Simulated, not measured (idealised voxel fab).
process module | voxel transistor to metal
cross-section cut | 185 nm wide | cells 5 nm
A cross-section is a grid of square cells, given in bands from the top down. A band is one or more rows of cells.
Each band's line starts with the height of the band's top and of its bottom, in nm. Then come its materials from left to right, each with its width in nm. One material with "throughout" fills the band from edge to edge. "air" is empty space.
Height 0 is the level under which the wafer as received is all one material. The lowest band goes on downwards, as in "0 down".
A width such as "30 to 40" changes by the same amount from each row of cells to the next, from the band's top row to its bottom row.
"no change" after a step means that no cell of the cross-section changed.
closed voids: empty space of 8 cells or more with no open way to the top, each as width x height at its distance from the left edge, in nm
after a step's settings: what the simulator itself notes on the step
overlay nm, on a step with a mask: how far to the right of its planned place the mask lay; to the left if negative
plan
1 op RECEIVE | material Si
2 op CONFORMAL_DEP | material SiO2 | thk nm 5
3 op CONFORMAL_DEP | material SiN | thk nm 10
4 op DIRECTIONAL_DEP | material aC | thk nm 10
5 op PATTERN | tone cover | mask id ACTIVE | material resist | width nm 125 | thk nm 30 | overlay nm 0
6 op DIRECTIONAL_ETCH | etch materials aC | depth nm 10
7 op STRIP | etch materials resist
8 op DIRECTIONAL_ETCH | etch materials SiN | depth nm 10
9 op DIRECTIONAL_ETCH | etch materials SiO2 | depth nm 5
10 op DIRECTIONAL_ETCH | etch materials Si | depth nm 20
11 op STRIP | etch materials aC
12 op FILL_DEP | material SiO2 | thk nm 10
13 op CMP | height nm 15
14 op SELECTIVE_ETCH | etch materials SiO2 | depth nm 5
15 op STRIP | etch materials SiN
16 op SELECTIVE_ETCH | etch materials SiO2 | depth nm 5
17 op OXIDIZE | depth nm 5
18 op DIRECTIONAL_DEP | material polySi | thk nm 30
19 op DIRECTIONAL_DEP | material SiCN | thk nm 10
20 op MASKED_ETCH | tone cover | mask id GATE | width nm 35 | etch materials SiCN | depth nm 20 | overlay nm 0
21 op MASKED_ETCH | tone cover | mask id GATE | width nm 35 | etch materials polySi | depth nm 40 | overlay nm 0
22 op CONFORMAL_DEP | material SiN | thk nm 10
23 op DIRECTIONAL_ETCH | etch materials SiN | depth nm 10
24 op DIRECTIONAL_ETCH | etch materials SiO2 | depth nm 5
25 op DIRECTIONAL_ETCH | etch materials Si | depth nm 5
26 op EPI | material SiGe | thk nm 5
27 op FILL_DEP | material SiO2 | thk nm 5
28 op CMP | height nm 30
29 op STRIP | etch materials polySi
30 op SELECTIVE_ETCH | etch materials SiO2 | depth nm 5
31 op CONFORMAL_DEP | material HfO2 | thk nm 5
32 op CONFORMAL_DEP | material TiN | thk nm 5
33 op FILL_DEP | material W | thk nm 5
34 op CMP | height nm 25
35 op DIRECTIONAL_DEP | material SiO2 | thk nm 15
36 op MASKED_ETCH | tone open | mask id CONTACT | width nm 20 | pitch nm 95 | etch materials SiO2 | depth nm 45 | overlay nm 0
37 op CONFORMAL_DEP | material TiN | thk nm 5
38 op FILL_DEP | material Ru | thk nm 5
39 op CMP | height nm 40
40 op CONFORMAL_DEP | material SiN | thk nm 5
41 op DIRECTIONAL_DEP | material SiO2 | thk nm 15
42 op PATTERN | tone open | mask id METAL_1 | material resist | width nm 20 | pitch nm 95 | thk nm 15 | overlay nm 0
43 op DIRECTIONAL_ETCH | etch materials SiO2 | depth nm 15
44 op DIRECTIONAL_ETCH | etch materials SiN | depth nm 5
45 op STRIP | etch materials resist
46 op CONFORMAL_DEP | material TiN | thk nm 5
47 op FILL_DEP | material Cu | thk nm 10
48 op CMP | height nm 60
49 op CONFORMAL_DEP | material SiN | thk nm 5
as received, after step 1
  0 down: Si throughout
  closed voids: none
first wafer at the end, as planned
  65 to 60: SiN throughout
  60 to 45: SiO2 35 | TiN 5 | Cu 10 | TiN 5 | SiO2 75 | TiN 5 | Cu 10 | TiN 5 | SiO2 35
  45 to 40: SiN 35 | TiN 20 | SiN 75 | TiN 20 | SiN 35
  40 to 25: SiO2 35 | TiN 5 | Ru 10 | TiN 5 | SiO2 75 | TiN 5 | Ru 10 | TiN 5 | SiO2 35
  25 to 5: SiO2 35 | TiN 5 | Ru 10 | TiN 5 | SiO2 10 | SiN 10 | HfO2 5 | TiN 5 | W 15 | TiN 5 | HfO2 5 | SiN 10 | SiO2 10 | TiN 5 | Ru 10 | TiN 5 | SiO2 35
  5 to 0: SiO2 25 | SiN 10 | TiN 10 | Ru 5 | TiN 5 | SiO2 10 | SiN 10 | HfO2 5 | TiN 25 | HfO2 5 | SiN 10 | SiO2 10 | TiN 5 | Ru 5 | TiN 10 | SiN 10 | SiO2 25
  0 to -5: SiO2 35 | SiGe 5 | TiN 15 | SiO2 5 | SiGe 5 | SiO2 5 | HfO2 45 | SiO2 5 | SiGe 5 | SiO2 5 | TiN 15 | SiGe 5 | SiO2 35
  -5 to -10: SiO2 30 | Si 5 | SiGe 30 | Si 55 | SiGe 30 | Si 5 | SiO2 30
  -10 to -20: SiO2 30 | Si 125 | SiO2 30
  -20 down: Si throughout
  closed voids: none
second wafer at the end: like start, like plan, one mistake
  65 to 60: SiN throughout
  60 to 45: SiO2 30 | TiN 5 | Cu 20 | TiN 5 | SiO2 65 | TiN 5 | Cu 20 | TiN 5 | SiO2 30
  45 to 40: SiN 30 | TiN 30 | SiN 65 | TiN 30 | SiN 30
  40 to 25: SiO2 35 | TiN 5 | Ru 10 | TiN 5 | SiO2 75 | TiN 5 | Ru 10 | TiN 5 | SiO2 35
  25 to 5: SiO2 35 | TiN 5 | Ru 10 | TiN 5 | SiO2 10 | SiN 10 | HfO2 5 | TiN 5 | W 15 | TiN 5 | HfO2 5 | SiN 10 | SiO2 10 | TiN 5 | Ru 10 | TiN 5 | SiO2 35
  5 to 0: SiO2 25 | SiN 10 | TiN 10 | Ru 5 | TiN 5 | SiO2 10 | SiN 10 | HfO2 5 | TiN 25 | HfO2 5 | SiN 10 | SiO2 10 | TiN 5 | Ru 5 | TiN 10 | SiN 10 | SiO2 25
  0 to -5: SiO2 35 | SiGe 5 | TiN 15 | SiO2 5 | SiGe 5 | SiO2 5 | HfO2 45 | SiO2 5 | SiGe 5 | SiO2 5 | TiN 15 | SiGe 5 | SiO2 35
  -5 to -10: SiO2 30 | Si 5 | SiGe 30 | Si 55 | SiGe 30 | Si 5 | SiO2 30
  -10 to -20: SiO2 30 | Si 125 | SiO2 30
  -20 down: Si throughout
  closed voids: none
what went wrong: step 42 ran as: op PATTERN | tone open | mask id METAL_1 | material resist | width nm 30 | pitch nm 95 | thk nm 15 | overlay nm 0
at the end the second wafer has, in cells: 12 more of Cu | 4 fewer of SiN | 12 fewer of SiO2 | 4 more of TiN
